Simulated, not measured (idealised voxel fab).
process module | voxel released beams
cross-section cut | 225 nm wide | cells 5 nm
A cross-section is a grid of square cells, given in bands from the top down. A band is one or more rows of cells.
Each band's line starts with the height of the band's top and of its bottom, in nm. Then come its materials from left to right, each with its width in nm. One material with "throughout" fills the band from edge to edge. "air" is empty space.
Height 0 is the level under which the wafer as received is all one material. The lowest band goes on downwards, as in "0 down".
A width such as "30 to 40" changes by the same amount from each row of cells to the next, from the band's top row to its bottom row.
"no change" after a step means that no cell of the cross-section changed.
closed voids: empty space of 8 cells or more with no open way to the top, each as width x height at its distance from the left edge, in nm
after a step's settings: what the simulator itself notes on the step
overlay nm, on a step with a mask: how far to the right of its planned place the mask lay; to the left if negative
plan
1 op RECEIVE | material Si
2 op CONFORMAL_DEP | material Al2O3 | thk nm 5
3 op DIRECTIONAL_DEP | material SiO2 | thk nm 20
4 op MASKED_ETCH | tone open | mask id ANCHOR | width nm 40 | etch materials SiO2 | depth nm 10 | overlay nm 0
5 op CONFORMAL_DEP | material SiN | thk nm 15
6 op MASKED_ETCH | tone cover | mask id BEAM | width nm 120 | etch materials SiN | depth nm 15 | overlay nm 0
7 op STRIP | etch materials SiO2
varied across the wafers: depth nm of step 4. The plan shows the first wafer's value. All wafers start alike
first wafer as received, after step 1
  0 down: Si throughout
  closed voids: none
first wafer at the end, after step 7
  5 to 0: Al2O3 throughout
  0 down: Si throughout
  closed voids: none
last wafer at the end
  40 to 25: air 50 | SiN 20 | air 10 | SiN 90 | air 55
  25 to 20: air 55 | SiN 15 | air 10 | SiN 15 | air 130
  20 to 5: air 55 | SiN 40 | air 130
  5 to 0: Al2O3 throughout
  0 down: Si throughout
  closed voids: none
each wafer at the end: cells of each material gained (+) or lost (-) since it was received, then its closed voids
depth nm 10 | +45 Al2O3 | closed voids: none
depth nm 15 | +45 Al2O3 | closed voids: none
depth nm 20 | +45 Al2O3 | +96 SiN | closed voids: none
depth nm 25 | +45 Al2O3 | +96 SiN | closed voids: none
depth nm 30 | +45 Al2O3 | +96 SiN | closed voids: none
depth nm 35 | +45 Al2O3 | +96 SiN | closed voids: none
